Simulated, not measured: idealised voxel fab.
Documented hereafter: the process module known as voxel gate over fins.
Pictured: cross-section cut, 255 nm wide, on a grid of 5 nm square cells.
Each cross-section below is a grid of square cells, stated as bands in top-down order, with one or more rows of cells making up each band.
It is stipulated that each band's entry specify, in nanometres, the height of the top of the band and then that of its bottom, followed by the materials of the band in left-to-right sequence, each together with its width in nanometres. A single material marked by the word "everywhere" is understood to fill the band from edge to edge; the word "air" is understood to denote empty space.
The level at which height equals 0 is the one under which the wafer, as it arrives, is entirely one material. No lower edge exists for the bottom band, which continues downward and is notated as in "0 -> down".
Note: "30..40" means the width goes from the first number (top row of the band) to the second number (bottom row) in equal steps per row of cells.
Step marked "nothing different"? Then no cell in the cross-section changed in it.
Entry "Sealed voids". Content: empty spaces with no open connection to the top, size 8 cells or greater. Each: width x height at distance. Distance: from left edge. Unit: nm.
That trailing text on a step's line, after the settings, is the simulator's own remark on the step.
What "overlay nm" on a step's line means: if the step has a mask, that mask lay this far to the right of its planned place, or, when the value is negative, to the left.

-- The following list gives the planned process steps
1,RECEIVE with material Si
2,CONFORMAL_DEP with material SiN, thk nm 10
3,MASKED_ETCH with tone cover, mask id FINS, width nm 15, pitch nm 60, etch materials SiN, depth nm 10, overlay nm 0
4,MASKED_ETCH with tone cover, mask id FINS, width nm 15, pitch nm 60, etch materials Si, depth nm 35, overlay nm 0
5,OXIDIZE with depth nm 5
6,FILL_DEP with material SiO2, thk nm 10
7,CMP with height nm 10
8,PATTERN with tone open, mask id RAIL, material resist, width nm 15, thk nm 20, overlay nm 0
9,DIRECTIONAL_ETCH with etch materials SiO2, depth nm 40
10,STRIP with etch materials resist
11,CONFORMAL_DEP with material TiN, thk nm 5
12,FILL_DEP with material Ru, thk nm 5
13,CMP with height nm 10
14,SELECTIVE_ETCH with etch materials W Ru TiN, depth nm 30
15,FILL_DEP with material SiO2, thk nm 5
16,CMP with height nm 10
17,SELECTIVE_ETCH with etch materials SiO2, depth nm 25
18,STRIP with etch materials SiN
19,CONFORMAL_DEP with material HfO2, thk nm 5
20,CONFORMAL_DEP with material TiN, thk nm 5
21,FILL_DEP with material W, thk nm 15
22,CMP with height nm 20
23,CONFORMAL_DEP with material SiCN, thk nm 10

-- The cross-section here shows the wafer as received, i.e. in its state after step 1
* 0 -> down | Si everywhere
* Sealed voids: none

-- Cross-section, first of two wafers, end of module, run as planned
* 30 -> 20 | SiCN everywhere
* 20 -> 10 | W everywhere
* 10 -> 5 | W 55 nm, TiN 25 nm, W 35 nm, TiN 25 nm, W 35 nm, TiN 25 nm, W 55 nm
* 5 -> 0 | W 55 nm, TiN 5 nm, HfO2 15 nm, TiN 5 nm, W 35 nm, TiN 5 nm, HfO2 15 nm, TiN 5 nm, W 35 nm, TiN 5 nm, HfO2 15 nm, TiN 5 nm, W 55 nm
* 0 -> -5 | W 55 nm, TiN 5 nm, HfO2 5 nm, Si 5 nm, HfO2 5 nm, TiN 5 nm, W 35 nm, TiN 5 nm, HfO2 5 nm, Si 5 nm, HfO2 5 nm, TiN 5 nm, W 35 nm, TiN 5 nm, HfO2 5 nm, Si 5 nm, HfO2 5 nm, TiN 5 nm, W 55 nm
* -5 -> -10 | TiN 60 nm, HfO2 5 nm, Si 5 nm, HfO2 5 nm, TiN 45 nm, HfO2 5 nm, Si 5 nm, HfO2 5 nm, TiN 45 nm, HfO2 5 nm, Si 5 nm, HfO2 5 nm, TiN 60 nm
* -10 -> -15 | HfO2 65 nm, Si 5 nm, HfO2 55 nm, Si 5 nm, HfO2 55 nm, Si 5 nm, HfO2 65 nm
* -15 -> -20 | SiO2 65 nm, Si 5 nm, SiO2 55 nm, Si 5 nm, SiO2 55 nm, Si 5 nm, SiO2 65 nm
* -20 -> -25 | SiO2 65 nm, Si 5 nm, SiO2 20 nm, TiN 5 nm, Ru 5 nm, TiN 5 nm, SiO2 20 nm, Si 5 nm, SiO2 55 nm, Si 5 nm, SiO2 65 nm
* -25 -> -30 | SiO2 65 nm, Si 5 nm, SiO2 20 nm, TiN 15 nm, SiO2 20 nm, Si 5 nm, SiO2 55 nm, Si 5 nm, SiO2 65 nm
* -30 -> -40 | SiO2 65 nm, Si 5 nm, SiO2 55 nm, Si 5 nm, SiO2 55 nm, Si 5 nm, SiO2 65 nm
* -40 -> down | Si everywhere
* Sealed voids: none

-- Wafer two, sectioned after the module: the first wafer's start, the first wafer's plan, and one mistake in how it was run
* 30 -> 20 | SiCN everywhere
* 20 -> 15 | W 85 nm, TiN 25 nm, W 145 nm
* 15 -> 10 | W 85 nm, TiN 5 nm, HfO2 15 nm, TiN 5 nm, W 145 nm
* 10 -> 5 | W 55 nm, TiN 25 nm, W 5 nm, TiN 5 nm, HfO2 15 nm, TiN 5 nm, W 5 nm, TiN 25 nm, W 35 nm, TiN 25 nm, W 55 nm
* 5 -> 0 | W 55 nm, TiN 5 nm, HfO2 15 nm, TiN 5 nm, W 5 nm, TiN 5 nm, HfO2 15 nm, TiN 5 nm, W 5 nm, TiN 5 nm, HfO2 15 nm, TiN 5 nm, W 35 nm, TiN 5 nm, HfO2 15 nm, TiN 5 nm, W 55 nm
* 0 -> -5 | W 55 nm, TiN 5 nm, HfO2 5 nm, Si 5 nm, HfO2 5 nm, TiN 5 nm, W 5 nm, TiN 5 nm, HfO2 15 nm, TiN 5 nm, W 5 nm, TiN 5 nm, HfO2 5 nm, Si 5 nm, HfO2 5 nm, TiN 5 nm, W 35 nm, TiN 5 nm, HfO2 5 nm, Si 5 nm, HfO2 5 nm, TiN 5 nm, W 55 nm
* -5 -> -10 | TiN 60 nm, HfO2 5 nm, Si 5 nm, HfO2 5 nm, TiN 15 nm, HfO2 15 nm, TiN 15 nm, HfO2 5 nm, Si 5 nm, HfO2 5 nm, TiN 45 nm, HfO2 5 nm, Si 5 nm, HfO2 5 nm, TiN 60 nm
* -10 -> -15 | HfO2 65 nm, Si 5 nm, HfO2 55 nm, Si 5 nm, HfO2 55 nm, Si 5 nm, HfO2 65 nm
* -15 -> -20 | SiO2 65 nm, Si 5 nm, SiO2 25 nm, HfO2 5 nm, SiO2 25 nm, Si 5 nm, SiO2 55 nm, Si 5 nm, SiO2 65 nm
* -20 -> -25 | SiO2 65 nm, Si 5 nm, SiO2 20 nm, TiN 5 nm, HfO2 5 nm, TiN 5 nm, SiO2 20 nm, Si 5 nm, SiO2 55 nm, Si 5 nm, SiO2 65 nm
* -25 -> -30 | SiO2 65 nm, Si 5 nm, SiO2 20 nm, TiN 15 nm, SiO2 20 nm, Si 5 nm, SiO2 55 nm, Si 5 nm, SiO2 65 nm
* -30 -> -40 | SiO2 65 nm, Si 5 nm, SiO2 55 nm, Si 5 nm, SiO2 55 nm, Si 5 nm, SiO2 65 nm
* -40 -> down | Si everywhere
* Sealed voids: none
Diagnosis: step 12 deviated from plan and actually ran as FILL_DEP with material HfO2, thk nm 5
Per the end-of-run cell counts, the second wafer holds more or fewer of some materials than the first: 17 more of HfO2, 1 fewer of Ru, 1 fewer of SiO2, 10 more of TiN, 25 fewer of W
